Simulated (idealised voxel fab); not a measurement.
Process module heading - voxel ribs on slabs
Cross-section cut spans 140 nm and uses square cells 5 nm in size.
The cross-sections in this document take the form of a grid made of square cells. They are written out as bands, in order from top to bottom. Each band consists of one or more rows of cells.
This entry defines a band. It first specifies the height of the band's top and the height of its bottom in nm, and then specifies the band's materials from left to right, stating each material with its width in nm. The word "edge to edge" identifies a single material that fills the band from edge to edge, while the word "blank" identifies empty space.
It should be noted that heights are counted from 0, beneath which the wafer as supplied is of one material throughout, and that the lowest band possesses no lower boundary but continues downward, as written in "top 0, no bottom".
Width: "30..40" (first number = top row, second number = bottom row, same change from row to row of cells).
Where the words "nothing altered" appear for a step, the cross-section shows no cell changed by that step; every cell remained as before.
Enclosed voids (no open way to top), threshold 8 cells or more, entry "Fully enclosed voids", notation width x height at distance, distance from left edge, nm.
Note: text after step settings on the step line = simulator remark on that step.
overlay nm, on a step with a mask: how far to the right of its planned place the mask lay; to the left if negative
The process steps that were planned are listed below:
step 1: RECEIVE with material Si
step 2: DIRECTIONAL_DEP with material SiO2, thk nm 30
step 3: DIRECTIONAL_DEP with material SiN, thk nm 15
step 4: DIRECTIONAL_DEP with material aC, thk nm 10
step 5: PATTERN with tone cover, mask id RIB, material resist, width nm 30, thk nm 30, overlay nm 0
step 6: DIRECTIONAL_ETCH with etch materials aC, depth nm 10
step 7: STRIP with etch materials resist
step 8: DIRECTIONAL_ETCH with etch materials SiN, depth nm 5
step 9: STRIP with etch materials aC
step 10: MASKED_ETCH with tone cover, mask id SLAB, width nm 90, etch materials SiN, depth nm 10, overlay nm 0
step 11: FILL_DEP with material SiO2, thk nm 30
step 12: CMP with height nm 65
step 13: DIRECTIONAL_DEP with material W, thk nm 10
step 14: DIRECTIONAL_DEP with material aC, thk nm 10
step 15: PATTERN with tone cover, mask id HEATER, material resist, width nm 40, thk nm 30, overlay nm 0
step 16: DIRECTIONAL_ETCH with etch materials aC, depth nm 10
step 17: STRIP with etch materials resist
step 18: DIRECTIONAL_ETCH with etch materials W, depth nm 10
step 19: STRIP with etch materials aC
step 20: CONFORMAL_DEP with material SiN, thk nm 10
Incoming wafer in cross-section (state: after step 1):
* top 0, no bottom | Si edge to edge
* Fully enclosed voids: none
Run as planned - first of the two wafers cross-sectioned at the end of the module:
* top 85, bottom 75 | blank 40 nm  SiN 60 nm  blank 40 nm
* top 75, bottom 65 | SiN 50 nm  W 40 nm  SiN 50 nm
* top 65, bottom 45 | SiO2 edge to edge
* top 45, bottom 40 | SiO2 55 nm  SiN 30 nm  SiO2 55 nm
* top 40, bottom 30 | SiO2 25 nm  SiN 90 nm  SiO2 25 nm
* top 30, bottom 0 | SiO2 edge to edge
* top 0, no bottom | Si edge to edge
* Fully enclosed voids: none
Same start, same plan as the first wafer - but one mistake in the run. Cross-section of the second of the two at the end of the module:
* top 80, bottom 75 | blank 40 nm  SiN 60 nm  blank 40 nm
* top 75, bottom 70 | SiN edge to edge
* top 70, bottom 65 | SiN 50 nm  W 40 nm  SiN 50 nm
* top 65, bottom 45 | SiO2 edge to edge
* top 45, bottom 40 | SiO2 55 nm  SiN 30 nm  SiO2 55 nm
* top 40, bottom 30 | SiO2 25 nm  SiN 90 nm  SiO2 25 nm
* top 30, bottom 0 | SiO2 edge to edge
* top 0, no bottom | Si edge to edge
* Fully enclosed voids: none
Where did the run depart from the plan? the process deviated at step 13: the operation and settings actually run there were DIRECTIONAL_DEP with material W, thk nm 5
Looking at both finished wafers in cells, the second ends up ahead of or behind the first on some materials: 4 fewer of SiN, 8 fewer of W
